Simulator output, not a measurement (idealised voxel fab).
Process module heading - voxel self aligned contacts
Displayed cross-section: cut, width of 295 nm, square cells sized 5 nm.
We lay out every cross-section as a grid of square cells and spell it out in bands from the top down, where one band means one or more rows of cells. Band: top height; bottom height; in nm. Then, left to right: material with width in nm, for each material. "all across": a single material spanning edge to edge. "empty": empty space. Zero point of the height axis is 0; under it, received wafer = one material. Lowest band: continues down indefinitely, "z 0 and below". The expression "30 to 40" gives the width at the extremes of the band, the first number at its top row of cells and the second at its bottom row, with the width changing by equal amounts from each row to the next in between. "remained the same" (step): cross-section cells unchanged, all of them. Empty spaces without an open route to the top, at least 8 cells in extent, make up the entry "Sealed voids"; each is given as width x height at distance, where the distance is measured from the left edge, and all are in nm. Formally, on a step line, whatever follows the settings is a remark that the simulator itself makes on the step. overlay nm: right-of-plan distance of the mask on a masked step; negative values mean left-of-plan.
### Planned step list for the process
1. RECEIVE with material Si
2. CONFORMAL_DEP with material SiO2, thk nm 5
3. DIRECTIONAL_DEP with material polySi, thk nm 20
4. DIRECTIONAL_DEP with material SiN, thk nm 20
5. DIRECTIONAL_DEP with material aC, thk nm 10
6. PATTERN with tone cover, mask id GATE, material resist, width nm 30, pitch nm 75, thk nm 25, overlay nm 0
7. DIRECTIONAL_ETCH with etch materials aC, depth nm 10
8. STRIP with etch materials resist
9. DIRECTIONAL_ETCH with etch materials SiN, depth nm 20
10. DIRECTIONAL_ETCH with etch materials polySi, depth nm 20
11. STRIP with etch materials aC
12. CONFORMAL_DEP with material SiN, thk nm 10
13. DIRECTIONAL_ETCH with etch materials SiN, depth nm 10
14. FILL_DEP with material SiO2, thk nm 20
15. CMP with height nm 55
16. DIRECTIONAL_DEP with material aC, thk nm 15
17. PATTERN with tone open, mask id CONTACT, material resist, width nm 55, thk nm 30, overlay nm 0
18. DIRECTIONAL_ETCH with etch materials aC, depth nm 15
19. STRIP with etch materials resist
20. DIRECTIONAL_ETCH with etch materials SiO2, depth nm 55
21. STRIP with etch materials aC
22. CONFORMAL_DEP with material TiN, thk nm 5
23. FILL_DEP with material W, thk nm 5
24. CMP with height nm 55
25. CONFORMAL_DEP with material SiN, thk nm 5
### The first of a set of two wafers, run to plan
### Wafer cross-section on receipt, i.e. after step 1
z 0 and below | Si all across
Sealed voids: none
### Cross-section of the wafer after step 2
z 5 to 0 | SiO2 all across
Note: structure below 0 unchanged.
### Cross-section of the wafer after step 3
z 25 to 5 | polySi all across
Note: structure below 5 unchanged.
### Cross-section of the wafer after step 4
z 45 to 25 | SiN all across
Note: structure below 25 unchanged.
### Cross-section of the wafer after step 5
z 55 to 45 | aC all across
Note: structure below 45 unchanged.
### Cross-section of the wafer after step 6
z 80 to 55 | 95 empty, 30 resist, 45 empty, 30 resist, 95 empty
Note: structure below 55 unchanged.
### Cross-section of the wafer after step 7
z 70 to 55 | 95 empty, 30 resist, 45 empty, 30 resist, 95 empty
z 55 to 45 | 95 empty, 30 aC, 45 empty, 30 aC, 95 empty
Note: structure below 45 unchanged.
### Cross-section of the wafer after step 8
z 55 to 45 | 95 empty, 30 aC, 45 empty, 30 aC, 95 empty
Note: structure below 45 unchanged.
### Cross-section of the wafer after step 9
z 55 to 45 | 95 empty, 30 aC, 45 empty, 30 aC, 95 empty
z 45 to 25 | 95 empty, 30 SiN, 45 empty, 30 SiN, 95 empty
Note: structure below 25 unchanged.
### Cross-section of the wafer after step 10
z 55 to 45 | 95 empty, 30 aC, 45 empty, 30 aC, 95 empty
z 45 to 25 | 95 empty, 30 SiN, 45 empty, 30 SiN, 95 empty
z 25 to 5 | 95 empty, 30 polySi, 45 empty, 30 polySi, 95 empty
Note: structure below 5 unchanged.
### Cross-section of the wafer after step 11
z 45 to 25 | 95 empty, 30 SiN, 45 empty, 30 SiN, 95 empty
Note: structure below 25 unchanged.
### Cross-section of the wafer after step 12
z 55 to 25 | 85 empty, 50 SiN, 25 empty, 50 SiN, 85 empty
z 25 to 15 | 85 empty, 10 SiN, 30 polySi, 10 SiN, 25 empty, 10 SiN, 30 polySi, 10 SiN, 85 empty
z 15 to 5 | 95 SiN, 30 polySi, 45 SiN, 30 polySi, 95 SiN
Note: structure below 5 unchanged.
### Cross-section of the wafer after step 13
z 45 to 25 | 85 empty, 50 SiN, 25 empty, 50 SiN, 85 empty
z 25 to 5 | 85 empty, 10 SiN, 30 polySi, 10 SiN, 25 empty, 10 SiN, 30 polySi, 10 SiN, 85 empty
Note: structure below 5 unchanged.
### Cross-section of the wafer after step 14
z 65 to 45 | SiO2 all across
z 45 to 25 | 85 SiO2, 50 SiN, 25 SiO2, 50 SiN, 85 SiO2
z 25 to 5 | 85 SiO2, 10 SiN, 30 polySi, 10 SiN, 25 SiO2, 10 SiN, 30 polySi, 10 SiN, 85 SiO2
Note: structure below 5 unchanged.
### Cross-section of the wafer after step 15
z 55 to 45 | SiO2 all across
Note: structure below 45 unchanged.
### Cross-section of the wafer after step 16
z 70 to 55 | aC all across
Note: structure below 55 unchanged.
### Cross-section of the wafer after step 17
z 100 to 70 | 120 resist, 55 empty, 120 resist
Note: structure below 70 unchanged.
### Cross-section of the wafer after step 18
z 85 to 70 | 120 resist, 55 empty, 120 resist
z 70 to 55 | 120 aC, 55 empty, 120 aC
Note: structure below 55 unchanged.
### Cross-section of the wafer after step 19
z 70 to 55 | 120 aC, 55 empty, 120 aC
Note: structure below 55 unchanged.
### Cross-section of the wafer after step 20
z 70 to 55 | 120 aC, 55 empty, 120 aC
z 55 to 45 | 120 SiO2, 55 empty, 120 SiO2
z 45 to 25 | 85 SiO2, 50 SiN, 25 empty, 50 SiN, 85 SiO2
z 25 to 5 | 85 SiO2, 10 SiN, 30 polySi, 10 SiN, 25 empty, 10 SiN, 30 polySi, 10 SiN, 85 SiO2
z 5 to 0 | 135 SiO2, 25 empty, 135 SiO2
Note: structure below 0 unchanged.
### Cross-section of the wafer after step 21
z 55 to 45 | 120 SiO2, 55 empty, 120 SiO2
Note: structure below 45 unchanged.
### Cross-section of the wafer after step 22
z 60 to 55 | 125 TiN, 45 empty, 125 TiN
z 55 to 45 | 120 SiO2, 5 to 20 TiN, 45 to 15 empty, 5 to 20 TiN, 120 SiO2
z 45 to 25 | 85 SiO2, 50 SiN, 5 TiN, 15 empty, 5 TiN, 50 SiN, 85 SiO2
z 25 to 5 | 85 SiO2, 10 SiN, 30 polySi, 10 SiN, 5 TiN, 15 empty, 5 TiN, 10 SiN, 30 polySi, 10 SiN, 85 SiO2
z 5 to 0 | 135 SiO2, 25 TiN, 135 SiO2
Note: structure below 0 unchanged.
### Cross-section of the wafer after step 23
z 65 to 60 | W all across
z 60 to 55 | 125 TiN, 45 W, 125 TiN
z 55 to 45 | 120 SiO2, 5 to 20 TiN, 45 to 15 W, 5 to 20 TiN, 120 SiO2
z 45 to 25 | 85 SiO2, 50 SiN, 5 TiN, 15 W, 5 TiN, 50 SiN, 85 SiO2
z 25 to 5 | 85 SiO2, 10 SiN, 30 polySi, 10 SiN, 5 TiN, 15 W, 5 TiN, 10 SiN, 30 polySi, 10 SiN, 85 SiO2
Note: structure below 5 unchanged.
### Cross-section of the wafer after step 24
z 55 to 45 | 120 SiO2, 5 to 20 TiN, 45 to 15 W, 5 to 20 TiN, 120 SiO2
Note: structure below 45 unchanged.
### Cross-section of the wafer after step 25
z 60 to 55 | SiN all across
Note: structure below 55 unchanged.
### Second Wafer (Identical Start and Plan, One Processing Error; Matches First Wafer Through Step 16)
### Cross-section of the second wafer when, according to plan, step 17 should have finished
z 100 to 70 | 125 resist, 50 empty, 120 resist
Note: structure below 70 unchanged.
### Cross-section of the second wafer when, according to plan, step 18 should have finished
z 85 to 70 | 125 resist, 50 empty, 120 resist
z 70 to 55 | 125 aC, 50 empty, 120 aC
Note: structure below 55 unchanged.
### Cross-section of the second wafer when, according to plan, step 19 should have finished
z 70 to 55 | 125 aC, 50 empty, 120 aC
Note: structure below 55 unchanged.
### Cross-section of the second wafer when, according to plan, step 20 should have finished
z 70 to 55 | 125 aC, 50 empty, 120 aC
z 55 to 45 | 125 SiO2, 50 empty, 120 SiO2
z 45 to 25 | 85 SiO2, 50 SiN, 25 empty, 50 SiN, 85 SiO2
z 25 to 5 | 85 SiO2, 10 SiN, 30 polySi, 10 SiN, 25 empty, 10 SiN, 30 polySi, 10 SiN, 85 SiO2
z 5 to 0 | 135 SiO2, 25 empty, 135 SiO2
Note: structure below 0 unchanged.
### Cross-section of the second wafer when, according to plan, step 21 should have finished
z 55 to 45 | 125 SiO2, 50 empty, 120 SiO2
Note: structure below 45 unchanged.
### Cross-section of the second wafer when, according to plan, step 22 should have finished
z 60 to 55 | 130 TiN, 40 empty, 125 TiN
z 55 to 45 | 125 SiO2, 5 to 15 TiN, 40 to 15 empty, 5 to 20 TiN, 120 SiO2
z 45 to 25 | 85 SiO2, 50 SiN, 5 TiN, 15 empty, 5 TiN, 50 SiN, 85 SiO2
z 25 to 5 | 85 SiO2, 10 SiN, 30 polySi, 10 SiN, 5 TiN, 15 empty, 5 TiN, 10 SiN, 30 polySi, 10 SiN, 85 SiO2
z 5 to 0 | 135 SiO2, 25 TiN, 135 SiO2
Note: structure below 0 unchanged.
### Cross-section of the second wafer when, according to plan, step 23 should have finished
z 65 to 60 | W all across
z 60 to 55 | 130 TiN, 40 W, 125 TiN
z 55 to 45 | 125 SiO2, 5 to 15 TiN, 40 to 15 W, 5 to 20 TiN, 120 SiO2
z 45 to 25 | 85 SiO2, 50 SiN, 5 TiN, 15 W, 5 TiN, 50 SiN, 85 SiO2
z 25 to 5 | 85 SiO2, 10 SiN, 30 polySi, 10 SiN, 5 TiN, 15 W, 5 TiN, 10 SiN, 30 polySi, 10 SiN, 85 SiO2
Note: structure below 5 unchanged.
### Cross-section of the second wafer when, according to plan, step 24 should have finished
z 55 to 45 | 125 SiO2, 5 to 15 TiN, 40 to 15 W, 5 to 20 TiN, 120 SiO2
Note: structure below 45 unchanged.
### Cross-section of the second wafer when, according to plan, step 25 should have finished
z 60 to 55 | SiN all across
Note: structure below 55 unchanged.
Misprocessing identified: not per plan at step 17, really ran PATTERN with tone open, mask id CONTACT, material resist, width nm 50, thk nm 30, overlay nm 0
Final comparison by cell count, materials where the second wafer has more or fewer than the first: 2 more of SiO2 | 1 fewer of TiN | 1 fewer of W
